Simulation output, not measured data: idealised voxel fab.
This section sets out a process module, namely voxel wiring stack.
Square cells of 5 nm make up the cross-section cut, whose width is 165 nm.
A cross-section is a grid of square cells, given in bands from the top down. A band is one or more rows of cells. Read a band's entry like this: the first values are the height of its top and the height of its bottom in nm, and what follows is the sequence of materials from left to right, each with its width in nm. Note that "empty" is empty space, and that a single material marked "all across" reaches across the band from edge to edge. It should be noted that heights are counted from 0, beneath which the wafer as supplied is of one material throughout, and that the lowest band possesses no lower boundary but continues downward, as written in "0 -> down". Width "30 to 40": first value at the band's top row of cells, second value at its bottom row, equal change from row to row. For the purposes of this document, the phrase "nothing changed" attached to a step denotes that no cell within the cross-section was modified by that step. In "Closed-off voids" the enclosed voids are listed, meaning empty spaces of 8 cells or larger without any opening to the top. The form is width x height at distance, distance from the left edge, units nm. Read whatever lies past the settings on a step's line as the simulator's own remark about the step. overlay nm: step with mask; distance mask lay right of planned place; negative value = left of planned place.

### So here's the lineup of process steps we planned
step 1: RECEIVE [material Si]
step 2: CONFORMAL_DEP [material SiO2] [thk nm 15]
step 3: CONFORMAL_DEP [material SiN] [thk nm 5]
step 4: DIRECTIONAL_DEP [material lowk] [thk nm 15]
step 5: PATTERN [tone open] [mask id METAL_1] [material resist] [width nm 30] [pitch nm 55] [thk nm 20] [overlay nm 0]
step 6: DIRECTIONAL_ETCH [etch materials lowk] [depth nm 15]
step 7: DIRECTIONAL_ETCH [etch materials SiN] [depth nm 5]
step 8: STRIP [etch materials resist]
step 9: CONFORMAL_DEP [material TiN] [thk nm 5]
step 10: FILL_DEP [material W] [thk nm 5]
step 11: CMP [height nm 35]
step 12: EPI [material Ru] [thk nm 5]
step 13: FILL_DEP [material SiCN] [thk nm 5]
step 14: DIRECTIONAL_DEP [material lowk] [thk nm 30]
step 15: DIRECTIONAL_DEP [material aC] [thk nm 15]
step 16: PATTERN [tone open] [mask id METAL_2_HOLES] [material resist] [width nm 15] [thk nm 35] [overlay nm -15]
step 17: DIRECTIONAL_ETCH [etch materials aC] [depth nm 15]
step 18: STRIP [etch materials resist]
step 19: DIRECTIONAL_ETCH [etch materials lowk] [depth nm 30]
step 20: STRIP [etch materials aC]
step 21: DIRECTIONAL_DEP [material aC] [thk nm 10]
step 22: PATTERN [tone open] [mask id METAL_2] [material resist] [width nm 30] [pitch nm 55] [thk nm 25] [overlay nm 0]
step 23: DIRECTIONAL_ETCH [etch materials aC] [depth nm 10]
step 24: STRIP [etch materials resist]
step 25: DIRECTIONAL_ETCH [etch materials lowk] [depth nm 20]
step 26: DIRECTIONAL_ETCH [etch materials SiCN] [depth nm 5]
step 27: STRIP [etch materials aC]
step 28: CONFORMAL_DEP [material TiN] [thk nm 5]
step 29: FILL_DEP [material Cu] [thk nm 10]
step 30: CMP [height nm 75]
step 31: CONFORMAL_DEP [material SiN] [thk nm 5]
Same starting wafers, different overlay nm at step 16. Plan value belongs to the first wafer.

### Received condition of the first of several wafers, sectioned: post-step 1
- 0 -> down  Si all across
- Closed-off voids: none

### End-of-module cross-section, first of several wafers, after last step 31
- 80 -> 75  SiN all across
- 75 -> 60  25 nm lowk / 5 nm TiN / 35 nm Cu / 5 nm TiN / 25 nm lowk / 5 nm TiN / 20 nm Cu / 5 nm TiN / 40 nm lowk
- 60 -> 55  25 nm lowk / 5 nm TiN / 5 nm Cu / 35 nm TiN / 25 nm lowk / 30 nm TiN / 40 nm lowk
- 55 -> 50  25 nm lowk / 5 nm TiN / 5 nm Cu / 5 nm TiN / 125 nm lowk
- 50 -> 45  25 nm lowk / 15 nm TiN / 125 nm lowk
- 45 -> 40  SiCN all across
- 40 -> 35  35 nm SiCN / 40 nm Ru / 15 nm SiCN / 40 nm Ru / 35 nm SiCN
- 35 -> 20  40 nm lowk / 5 nm TiN / 20 nm W / 5 nm TiN / 25 nm lowk / 5 nm TiN / 20 nm W / 5 nm TiN / 40 nm lowk
- 20 -> 15  40 nm SiN / 30 nm TiN / 25 nm SiN / 30 nm TiN / 40 nm SiN
- 15 -> 0  SiO2 all across
- 0 -> down  Si all across
- Closed-off voids: none

### Cross-section of the final wafer among several, taken at the end of the module
- 80 -> 75  SiN all across
- 75 -> 60  40 nm lowk / 5 nm TiN / 20 nm Cu / 5 nm TiN / 25 nm lowk / 5 nm TiN / 20 nm Cu / 5 nm TiN / 40 nm lowk
- 60 -> 55  40 nm lowk / 20 nm TiN / 5 nm Cu / 5 nm TiN / 25 nm lowk / 30 nm TiN / 40 nm lowk
- 55 -> 45  55 nm lowk / 5 nm TiN / 5 nm Cu / 5 nm TiN / 95 nm lowk
- 45 -> 40  55 nm SiCN / 15 nm TiN / 95 nm SiCN
- 40 -> 35  35 nm SiCN / 40 nm Ru / 15 nm SiCN / 40 nm Ru / 35 nm SiCN
- 35 -> 20  40 nm lowk / 5 nm TiN / 20 nm W / 5 nm TiN / 25 nm lowk / 5 nm TiN / 20 nm W / 5 nm TiN / 40 nm lowk
- 20 -> 15  40 nm SiN / 30 nm TiN / 25 nm SiN / 30 nm TiN / 40 nm SiN
- 15 -> 0  SiO2 all across
- 0 -> down  Si all across
- Closed-off voids: none

### Wafer rows, end of module: cells per material gained (+) or lost (-) since receipt; closed voids last
overlay nm -15; +35 Cu; +16 Ru; +50 SiCN; +54 SiN; +99 SiO2; +55 TiN; +24 W; +195 lowk; Closed-off voids: none
overlay nm -10; +32 Cu; +16 Ru; +49 SiCN; +54 SiN; +99 SiO2; +55 TiN; +24 W; +199 lowk; Closed-off voids: none
overlay nm -5; +29 Cu; +16 Ru; +48 SiCN; +54 SiN; +99 SiO2; +55 TiN; +24 W; +203 lowk; Closed-off voids: none
overlay nm 0; +27 Cu; +16 Ru; +47 SiCN; +54 SiN; +99 SiO2; +54 TiN; +24 W; +207 lowk; Closed-off voids: none
overlay nm 5; +27 Cu; +16 Ru; +47 SiCN; +54 SiN; +99 SiO2; +54 TiN; +24 W; +207 lowk; Closed-off voids: none
overlay nm 10; +27 Cu; +16 Ru; +47 SiCN; +54 SiN; +99 SiO2; +54 TiN; +24 W; +207 lowk; Closed-off voids: none
overlay nm 15; +27 Cu; +16 Ru; +47 SiCN; +54 SiN; +99 SiO2; +54 TiN; +24 W; +207 lowk; Closed-off voids: none
